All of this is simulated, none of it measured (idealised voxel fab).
A process module follows: voxel trench capacitor.
230 nm wide, 5 nm square cells: that's cross-section cut.
A cross-section is a grid of square cells, given in bands from the top down. A band is one or more rows of cells.
Each band's line starts with the height of the band's top and of its bottom, in nm. Then come its materials from left to right, each with its width in nm. One material with "full width" fills the band from edge to edge. "empty" is empty space.
For the purposes of this specification, 0 denotes the height below which the wafer in its as-received condition is composed wholly of one material, and the lowermost band, lacking a lower limit, extends downward without end, as expressed in "0..down".
Per-row width for "30..40": begins at first number (top row of band), ends at second number (bottom row), increment between rows held constant.
"changes: none" means the step left every cell of the cross-section as it was.
Reported under the label "Sealed voids" are the empty spaces having no open way to the top and comprising 8 cells or more; the notation for each is width x height at distance, in which the distance is measured from the left edge and all three values are in nm.
Note: text after step settings on the step line = simulator remark on that step.
Regarding "overlay nm": on a step with a mask, it is the distance the mask lay to the right of its planned place; a negative value places it to the left.
## List of planned process steps
- 1: RECEIVE [material Si]
- 2: CONFORMAL_DEP [material SiN] [thk nm 5]
- 3: DIRECTIONAL_DEP [material aC] [thk nm 15]
- 4: PATTERN [tone open] [mask id TRENCH] [material resist] [width nm 30] [pitch nm 55] [thk nm 35] [overlay nm 0]
- 5: DIRECTIONAL_ETCH [etch materials aC] [depth nm 15]
- 6: STRIP [etch materials resist]
- 7: DIRECTIONAL_ETCH [etch materials SiN] [depth nm 5]
- 8: DIRECTIONAL_ETCH [etch materials Si] [depth nm 35]
- 9: STRIP [etch materials aC]
- 10: CONFORMAL_DEP [material HfO2] [thk nm 5]
- 11: CONFORMAL_DEP [material TiN] [thk nm 5]
- 12: FILL_DEP [material W] [thk nm 5]
- 13: CMP [height nm 5]
## as received, after step 1
    0..down: Si full width
    Sealed voids: none
## First of two wafers at the end of the module, shown in cross-section; run carried out as planned
    5..0: SiN=15, then HfO2=5, then TiN=5, then W=10, then TiN=5, then HfO2=5, then SiN=25, then HfO2=5, then TiN=5, then W=10, then TiN=5, then HfO2=5, then SiN=25, then HfO2=5, then TiN=5, then W=10, then TiN=5, then HfO2=5, then SiN=25, then HfO2=5, then TiN=5, then W=10, then TiN=5, then HfO2=5, then SiN=20
    0..-25: Si=15, then HfO2=5, then TiN=5, then W=10, then TiN=5, then HfO2=5, then Si=25, then HfO2=5, then TiN=5, then W=10, then TiN=5, then HfO2=5, then Si=25, then HfO2=5, then TiN=5, then W=10, then TiN=5, then HfO2=5, then Si=25, then HfO2=5, then TiN=5, then W=10, then TiN=5, then HfO2=5, then Si=20
    -25..-30: Si=15, then HfO2=5, then TiN=20, then HfO2=5, then Si=25, then HfO2=5, then TiN=20, then HfO2=5, then Si=25, then HfO2=5, then TiN=20, then HfO2=5, then Si=25, then HfO2=5, then TiN=20, then HfO2=5, then Si=20
    -30..-35: Si=15, then HfO2=30, then Si=25, then HfO2=30, then Si=25, then HfO2=30, then Si=25, then HfO2=30, then Si=20
    -35..down: Si full width
    Sealed voids: none
## Wafer two, sectioned after the module: the first wafer's start, the first wafer's plan, and one mistake in how it was run
    5..0: W=5, then TiN=5, then HfO2=5, then SiN=30, then HfO2=5, then TiN=5, then W=5, then TiN=5, then HfO2=5, then SiN=30, then HfO2=5, then TiN=5, then W=5, then TiN=5, then HfO2=5, then SiN=30, then HfO2=5, then TiN=5, then W=5, then TiN=5, then HfO2=5, then SiN=30, then HfO2=5, then TiN=5, then W=10
    0..-25: W=5, then TiN=5, then HfO2=5, then Si=30, then HfO2=5, then TiN=5, then W=5, then TiN=5, then HfO2=5, then Si=30, then HfO2=5, then TiN=5, then W=5, then TiN=5, then HfO2=5, then Si=30, then HfO2=5, then TiN=5, then W=5, then TiN=5, then HfO2=5, then Si=30, then HfO2=5, then TiN=5, then W=10
    -25..-30: TiN=10, then HfO2=5, then Si=30, then HfO2=5, then TiN=15, then HfO2=5, then Si=30, then HfO2=5, then TiN=15, then HfO2=5, then Si=30, then HfO2=5, then TiN=15, then HfO2=5, then Si=30, then HfO2=5, then TiN=15
    -30..-35: HfO2=15, then Si=30, then HfO2=25, then Si=30, then HfO2=25, then Si=30, then HfO2=25, then Si=30, then HfO2=20
    -35..down: Si full width
    Sealed voids: none
What broke from the plan during processing? contrary to plan, step 4 was performed as PATTERN [tone cover] [mask id TRENCH] [material resist] [width nm 30] [pitch nm 55] [thk nm 35] [overlay nm 0]
Upon completion, the second wafer contains, in terms of cells, a greater or smaller amount of certain materials than the first wafer: -2 HfO2, +14 Si, +2 SiN, -2 TiN, -12 W
